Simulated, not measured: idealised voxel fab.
Module name: voxel self aligned vias (process module)
Pictured: cross-section cut, 145 nm wide, on a grid of 5 nm square cells.
When this document writes out a cross-section, it uses a grid of square cells and lists it as bands, beginning at the top and moving down, with a band standing for one or more rows of cells. Basically the band line says how high the top is and how high the bottom is, in nm, and then what's in it from left to right, every material with its width in nm. Empty space shows up as "empty", and if a single material carries "throughout" it runs the full band edge to edge. Below 0: as-received wafer, all one material; heights counted from there. Lowest band: no bottom, goes on down, written "z 0 and below". A width such as "30 to 40" changes by the same amount from each row of cells to the next, from the band's top row to its bottom row. Key: "no modifications" - step with no changed cell in the cross-section. Entry "Trapped voids" = empty spaces >= 8 cells with no open way to the top; each as width x height at distance, distance from left edge, all nm. Whatever follows a step's settings on its line is a remark the simulator itself makes about that step. overlay nm: mask right of planned place by this much (step with mask). Neg. = left.

This section lists the process steps that were planned
1: RECEIVE [material Si]
2: CONFORMAL_DEP [material SiO2] [thk nm 15]
3: CONFORMAL_DEP [material SiCN] [thk nm 5]
4: DIRECTIONAL_DEP [material SiO2] [thk nm 20]
5: PATTERN [tone open] [mask id LINES] [material resist] [width nm 20] [pitch nm 50] [thk nm 20] [overlay nm 0]
6: DIRECTIONAL_ETCH [etch materials SiO2] [depth nm 20]
7: STRIP [etch materials resist]
8: CONFORMAL_DEP [material TiN] [thk nm 5]
9: FILL_DEP [material Ru] [thk nm 10]
10: CMP [height nm 40]
11: SELECTIVE_ETCH [etch materials W Ru TiN] [depth nm 5]
12: FILL_DEP [material SiN] [thk nm 5]
13: CMP [height nm 40]
14: DIRECTIONAL_DEP [material SiO2] [thk nm 15]
15: PATTERN [tone open] [mask id VIAS] [material resist] [width nm 30] [pitch nm 50] [thk nm 20] [overlay nm 0]
16: DIRECTIONAL_ETCH [etch materials SiO2] [depth nm 15]
17: DIRECTIONAL_ETCH [etch materials SiN] [depth nm 5]
18: STRIP [etch materials resist]
19: CONFORMAL_DEP [material TiN] [thk nm 5]
20: FILL_DEP [material W] [thk nm 10]
21: CMP [height nm 55]
22: CONFORMAL_DEP [material SiCN] [thk nm 5]

As-received wafer cross-section (after step 1)
> z 0 and below  Si throughout
> Trapped voids: none

Cross-section, first of two wafers, end of module, run as planned
> z 60 to 55  SiCN throughout
> z 55 to 45  30 of SiO2, then 5 of TiN, then 20 of W, then 5 of TiN, then 20 of SiO2, then 5 of TiN, then 20 of W, then 5 of TiN, then 35 of SiO2
> z 45 to 40  30 of SiO2, then 10 of TiN, then 10 of W, then 10 of TiN, then 20 of SiO2, then 10 of TiN, then 10 of W, then 10 of TiN, then 35 of SiO2
> z 40 to 35  35 of SiO2, then 20 of TiN, then 30 of SiO2, then 20 of TiN, then 40 of SiO2
> z 35 to 25  35 of SiO2, then 5 of TiN, then 10 of Ru, then 5 of TiN, then 30 of SiO2, then 5 of TiN, then 10 of Ru, then 5 of TiN, then 40 of SiO2
> z 25 to 20  35 of SiO2, then 20 of TiN, then 30 of SiO2, then 20 of TiN, then 40 of SiO2
> z 20 to 15  SiCN throughout
> z 15 to 0  SiO2 throughout
> z 0 and below  Si throughout
> Trapped voids: none

Wafer two, sectioned after the module: the first wafer's start, the first wafer's plan, and one mistake in how it was run
> z 60 to 55  SiCN throughout
> z 55 to 45  20 of SiO2, then 5 of TiN, then 20 of W, then 5 of TiN, then 20 of SiO2, then 5 of TiN, then 20 of W, then 5 of TiN, then 45 of SiO2
> z 45 to 40  20 of SiO2, then 20 of TiN, then 5 of W, then 5 of TiN, then 20 of SiO2, then 20 of TiN, then 5 of W, then 5 of TiN, then 45 of SiO2
> z 40 to 35  35 of SiO2, then 15 of TiN, then 5 of SiN, then 30 of SiO2, then 15 of TiN, then 5 of SiN, then 40 of SiO2
> z 35 to 25  35 of SiO2, then 5 of TiN, then 10 of Ru, then 5 of TiN, then 30 of SiO2, then 5 of TiN, then 10 of Ru, then 5 of TiN, then 40 of SiO2
> z 25 to 20  35 of SiO2, then 20 of TiN, then 30 of SiO2, then 20 of TiN, then 40 of SiO2
> z 20 to 15  SiCN throughout
> z 15 to 0  SiO2 throughout
> z 0 and below  Si throughout
> Trapped voids: none
Diagnosis: contrary to plan, step 15 was performed as PATTERN [tone open] [mask id VIAS] [material resist] [width nm 30] [pitch nm 50] [thk nm 20] [overlay nm -10]
at the end the second wafer has, in cells: SiN +2; W -2
